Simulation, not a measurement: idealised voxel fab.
process module | voxel capacitor over wiring
cross-section cut | 210 nm wide | cells 5 nm
A cross-section is a grid of square cells, given in bands from the top down. A band is one or more rows of cells.
Each band's line starts with the height of the band's top and of its bottom, in nm. Then come its materials from left to right, each with its width in nm. One material with "throughout" fills the band from edge to edge. "air" is empty space.
Height 0 is the level under which the wafer as received is all one material. The lowest band goes on downwards, as in "0 down".
A width such as "30 to 40" changes by the same amount from each row of cells to the next, from the band's top row to its bottom row.
"no change" after a step means that no cell of the cross-section changed.
closed voids: empty space of 8 cells or more with no open way to the top, each as width x height at its distance from the left edge, in nm
after a step's settings: what the simulator itself notes on the step
overlay nm, on a step with a mask: how far to the right of its planned place the mask lay; to the left if negative
plan
1 op RECEIVE | material Si
2 op CONFORMAL_DEP | material SiO2 | thk nm 15
3 op CONFORMAL_DEP | material SiN | thk nm 5
4 op DIRECTIONAL_DEP | material SiO2 | thk nm 25
5 op PATTERN | tone open | mask id METAL_1 | material resist | width nm 30 | pitch nm 95 | thk nm 20 | overlay nm 0
6 op DIRECTIONAL_ETCH | etch materials SiO2 | depth nm 25
7 op DIRECTIONAL_ETCH | etch materials SiN | depth nm 5
8 op STRIP | etch materials resist
9 op CONFORMAL_DEP | material TiN | thk nm 5
10 op FILL_DEP | material Cu | thk nm 10
11 op CMP | height nm 45
12 op EPI | material Ru | thk nm 5
13 op FILL_DEP | material SiCN | thk nm 5
14 op DIRECTIONAL_DEP | material lowk | thk nm 15
15 op PATTERN | tone open | mask id PLUG_1 | material resist | width nm 15 | thk nm 15 | overlay nm 0
16 op DIRECTIONAL_ETCH | etch materials lowk | depth nm 15
17 op DIRECTIONAL_ETCH | etch materials SiCN | depth nm 5
18 op STRIP | etch materials resist
19 op CONFORMAL_DEP | material TiN | thk nm 5
20 op FILL_DEP | material Cu | thk nm 10
21 op CMP | height nm 70
22 op DIRECTIONAL_DEP | material TiN | thk nm 10
23 op DIRECTIONAL_DEP | material Al2O3 | thk nm 5
24 op DIRECTIONAL_DEP | material TiN | thk nm 10
25 op MASKED_ETCH | tone cover | mask id UPPER_PLATE | width nm 70 | etch materials TiN | depth nm 10 | overlay nm 0
26 op MASKED_ETCH | tone cover | mask id UPPER_PLATE | width nm 70 | etch materials Al2O3 | depth nm 5 | overlay nm 0
27 op DIRECTIONAL_DEP | material aC | thk nm 15
28 op PATTERN | tone cover | mask id LOWER_PLATE | material resist | width nm 80 | thk nm 30 | overlay nm 0
29 op DIRECTIONAL_ETCH | etch materials aC | depth nm 15
30 op STRIP | etch materials resist
31 op DIRECTIONAL_ETCH | etch materials TiN | depth nm 10
32 op STRIP | etch materials aC
33 op FILL_DEP | material SiO2 | thk nm 20
34 op CMP | height nm 110
35 op MASKED_ETCH | tone open | mask id PLUG_2 | width nm 15 | etch materials SiO2 | depth nm 15 | overlay nm 0
36 op CONFORMAL_DEP | material TiN | thk nm 5
37 op FILL_DEP | material Cu | thk nm 10
38 op CMP | height nm 110
39 op CONFORMAL_DEP | material SiCN | thk nm 5
as received, after step 1
  0 down: Si throughout
  closed voids: none
first wafer at the end, as planned
  115 to 110: SiCN throughout
  110 to 100: SiO2 65 | TiN 5 | Cu 5 | TiN 5 | SiO2 130
  100 to 95: SiO2 65 | TiN 15 | SiO2 130
  95 to 85: SiO2 55 | TiN 70 | SiO2 85
  85 to 80: SiO2 55 | Al2O3 70 | SiO2 85
  80 to 70: SiO2 50 | TiN 80 | SiO2 80
  70 to 55: lowk 55 | TiN 5 | Cu 5 | TiN 5 | lowk 140
  55 to 50: SiCN 55 | TiN 15 | SiCN 140
  50 to 45: SiCN 35 | Ru 40 | SiCN 55 | Ru 40 | SiCN 40
  45 to 20: SiO2 40 | TiN 5 | Cu 20 | TiN 5 | SiO2 65 | TiN 5 | Cu 20 | TiN 5 | SiO2 45
  20 to 15: SiN 40 | TiN 30 | SiN 65 | TiN 30 | SiN 45
  15 to 0: SiO2 throughout
  0 down: Si throughout
  closed voids: none
second wafer at the end: like start, like plan, one mistake
  115 to 110: SiCN throughout
  110 to 100: SiO2 65 | TiN 5 | Cu 5 | TiN 5 | SiO2 130
  100 to 95: SiO2 65 | TiN 15 | SiO2 130
  95 to 85: SiO2 60 | TiN 65 | SiO2 85
  85 to 80: SiO2 55 | Al2O3 70 | SiO2 85
  80 to 70: SiO2 55 | TiN 85 | SiO2 70
  70 to 55: lowk 55 | TiN 5 | Cu 5 | TiN 5 | lowk 140
  55 to 50: SiCN 55 | TiN 15 | SiCN 140
  50 to 45: SiCN 35 | Ru 40 | SiCN 55 | Ru 40 | SiCN 40
  45 to 20: SiO2 40 | TiN 5 | Cu 20 | TiN 5 | SiO2 65 | TiN 5 | Cu 20 | TiN 5 | SiO2 45
  20 to 15: SiN 40 | TiN 30 | SiN 65 | TiN 30 | SiN 45
  15 to 0: SiO2 throughout
  0 down: Si throughout
  closed voids: none
what went wrong: step 28 ran as: op PATTERN | tone cover | mask id LOWER_PLATE | material resist | width nm 80 | thk nm 30 | overlay nm 10
at the end the second wafer has, in cells: as many of each material as the first, in other places
